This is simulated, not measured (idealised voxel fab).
process module | voxel local oxidation
cross-section cut | 170 nm wide | cells 5 nm
Cross-section = grid of square cells, listed top down in bands; band = one or more rows.
Band: top and bottom heights (nm) first, top before bottom; then materials from left to right, widths in nm. "full width" marks a sole material filling the band edge to edge. "empty" denotes empty space.
The level at which height equals 0 is the one under which the wafer, as it arrives, is entirely one material. No lower edge exists for the bottom band, which continues downward and is notated as in "from 0 down".
Width spec "30->40" -> top row of cells at first value, bottom row at second value, equal per-row change in between.
"identical to before" for a step: no cell of the cross-section changed in that step.
Look at "Enclosed void inventory" for the closed voids: empty spaces with no open path to the top, sized 8 cells or up. Each is width x height at distance, distance from the left edge, all nm.
Post-settings text on a step line: simulator's own remark regarding the step.
Among the settings permitted on a step's line is "overlay nm"; applied to a step with a mask, it specifies the extent to which the mask lay to the right of its planned position, whereas a negative figure signifies a position to the left.

## Steps in the process plan
| 1 | RECEIVE [material Si] |
| 2 | CONFORMAL_DEP [material SiO2] [thk nm 5] |
| 3 | CONFORMAL_DEP [material SiN] [thk nm 10] |
| 4 | PATTERN [tone cover] [mask id ACTIVE] [material resist] [width nm 95] [thk nm 15] [overlay nm 0] |
| 5 | DIRECTIONAL_ETCH [etch materials SiN] [depth nm 10] |
| 6 | STRIP [etch materials resist] |
| 7 | SELECTIVE_ETCH [etch materials SiO2] [depth nm 5] |
| 8 | OXIDIZE [depth nm 15] |
| 9 | STRIP [etch materials SiN] |

## The first of the two wafers, which ran as planned

## Shown in cross-section is the wafer as received, that is, as it stands after step 1
    from 0 down | Si full width
    Enclosed void inventory: none

## Take a look at the wafer's cross-section after step 2
    from 5 to 0 | SiO2 full width
    For the remainder of the cross-section, below 0, there is no change.

## Take a look at the wafer's cross-section after step 3
    from 15 to 5 | SiN full width
    For the remainder of the cross-section, below 5, there is no change.

## Take a look at the wafer's cross-section after step 4
    from 30 to 15 | empty (35), then resist (95), then empty (40)
    For the remainder of the cross-section, below 15, there is no change.

## Take a look at the wafer's cross-section after step 5
    from 30 to 15 | empty (35), then resist (95), then empty (40)
    from 15 to 5 | empty (35), then SiN (95), then empty (40)
    For the remainder of the cross-section, below 5, there is no change.

## Take a look at the wafer's cross-section after step 6
    from 15 to 5 | empty (35), then SiN (95), then empty (40)
    For the remainder of the cross-section, below 5, there is no change.

## Take a look at the wafer's cross-section after step 7
    from 15 to 5 | empty (35), then SiN (95), then empty (40)
    from 5 to 0 | empty (40), then SiO2 (85), then empty (45)
    For the remainder of the cross-section, below 0, there is no change.

## Take a look at the wafer's cross-section after step 8
    from 15 to 5 | empty (35), then SiN (95), then empty (40)
    from 5 to 0 | empty (40), then SiO2 (85), then empty (45)
    from 0 to -15 | SiO2 (55), then Si (55), then SiO2 (60)
    For the remainder of the cross-section, below -15, there is no change.

## Take a look at the wafer's cross-section after step 9
    from 5 to 0 | empty (40), then SiO2 (85), then empty (45)
    For the remainder of the cross-section, below 0, there is no change.

## Wafer two: like wafer one in start and plan, but with one mistake in execution; identical up to and including step 3

## Second wafer at the planned finish of step 4, seen in cross-section
    from 30 to 15 | resist (35), then empty (95), then resist (40)
    For the remainder of the cross-section, below 15, there is no change.

## Second wafer at the planned finish of step 5, seen in cross-section
    from 30 to 15 | resist (35), then empty (95), then resist (40)
    from 15 to 5 | SiN (35), then empty (95), then SiN (40)
    For the remainder of the cross-section, below 5, there is no change.

## Second wafer at the planned finish of step 6, seen in cross-section
    from 15 to 5 | SiN (35), then empty (95), then SiN (40)
    For the remainder of the cross-section, below 5, there is no change.

## Second wafer at the planned finish of step 7, seen in cross-section
    from 15 to 5 | SiN (35), then empty (95), then SiN (40)
    from 5 to 0 | SiO2 (30), then empty (105), then SiO2 (35)
    For the remainder of the cross-section, below 0, there is no change.

## Second wafer at the planned finish of step 8, seen in cross-section
    from 15 to 5 | SiN (35), then empty (95), then SiN (40)
    from 5 to 0 | SiO2 (30), then empty (105), then SiO2 (35)
    from 0 to -15 | Si (15), then SiO2 (135), then Si (20)
    For the remainder of the cross-section, below -15, there is no change.

## Second wafer at the planned finish of step 9, seen in cross-section
    from 5 to 0 | SiO2 (30), then empty (105), then SiO2 (35)
    For the remainder of the cross-section, below 0, there is no change.
Nonconformance to the process plan: step 4, actual vs plan mismatch, actual run PATTERN [tone open] [mask id ACTIVE] [material resist] [width nm 95] [thk nm 15] [overlay nm 0]
FYI, end of process, the second wafer has more or fewer cells of some materials than the first: Si: 12 fewer, SiO2: 8 more
